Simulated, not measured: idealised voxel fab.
process module | voxel plated lines
cross-section cut | 190 nm wide | cells 5 nm
A cross-section is a grid of square cells, given in bands from the top down. A band is one or more rows of cells.
Each band's line starts with the height of the band's top and of its bottom, in nm. Then come its materials from left to right, each with its width in nm. One material with "throughout" fills the band from edge to edge. "air" is empty space.
Height 0 is the level under which the wafer as received is all one material. The lowest band goes on downwards, as in "0 down".
A width such as "30 to 40" changes by the same amount from each row of cells to the next, from the band's top row to its bottom row.
"no change" after a step means that no cell of the cross-section changed.
closed voids: empty space of 8 cells or more with no open way to the top, each as width x height at its distance from the left edge, in nm
after a step's settings: what the simulator itself notes on the step
overlay nm, on a step with a mask: how far to the right of its planned place the mask lay; to the left if negative
plan
1 op RECEIVE | material Si
2 op CONFORMAL_DEP | material Al2O3 | thk nm 15
3 op DIRECTIONAL_DEP | material TiN | thk nm 5
4 op PATTERN | tone open | mask id LINES | material resist | width nm 20 | pitch nm 40 | thk nm 15 | overlay nm -15
5 op EPI | material Ru | thk nm 10
6 op STRIP | etch materials resist
7 op DIRECTIONAL_ETCH | etch materials TiN | depth nm 5
8 op CONFORMAL_DEP | material SiCN | thk nm 5
varied across the wafers: overlay nm of step 4. The plan shows the first wafer's value. All wafers start alike
first wafer as received, after step 1
  0 down: Si throughout
  closed voids: none
first wafer at the end, after step 8
  35 to 30: air 25 | SiCN 30 | air 10 | SiCN 30 | air 10 | SiCN 30 | air 55
  30 to 20: air 25 | SiCN 5 | Ru 20 | SiCN 5 | air 10 | SiCN 5 | Ru 20 | SiCN 5 | air 10 | SiCN 5 | Ru 20 | SiCN 5 | air 55
  20 to 15: SiCN 30 | TiN 20 | SiCN 20 | TiN 20 | SiCN 20 | TiN 20 | SiCN 60
  15 to 0: Al2O3 throughout
  0 down: Si throughout
  closed voids: none
last wafer at the end
  35 to 30: air 55 | SiCN 30 | air 10 | SiCN 30 | air 10 | SiCN 30 | air 25
  30 to 20: air 55 | SiCN 5 | Ru 20 | SiCN 5 | air 10 | SiCN 5 | Ru 20 | SiCN 5 | air 10 | SiCN 5 | Ru 20 | SiCN 5 | air 25
  20 to 15: SiCN 60 | TiN 20 | SiCN 20 | TiN 20 | SiCN 20 | TiN 20 | SiCN 30
  15 to 0: Al2O3 throughout
  0 down: Si throughout
  closed voids: none
each wafer at the end: cells of each material gained (+) or lost (-) since it was received, then its closed voids
overlay nm -15 | +114 Al2O3 | +24 Ru | +56 SiCN | +12 TiN | closed voids: none
overlay nm -10 | +114 Al2O3 | +24 Ru | +56 SiCN | +12 TiN | closed voids: none
overlay nm -5 | +114 Al2O3 | +24 Ru | +56 SiCN | +12 TiN | closed voids: none
overlay nm 0 | +114 Al2O3 | +24 Ru | +56 SiCN | +12 TiN | closed voids: none
overlay nm 5 | +114 Al2O3 | +24 Ru | +56 SiCN | +12 TiN | closed voids: none
overlay nm 10 | +114 Al2O3 | +24 Ru | +56 SiCN | +12 TiN | closed voids: none
overlay nm 15 | +114 Al2O3 | +24 Ru | +56 SiCN | +12 TiN | closed voids: none
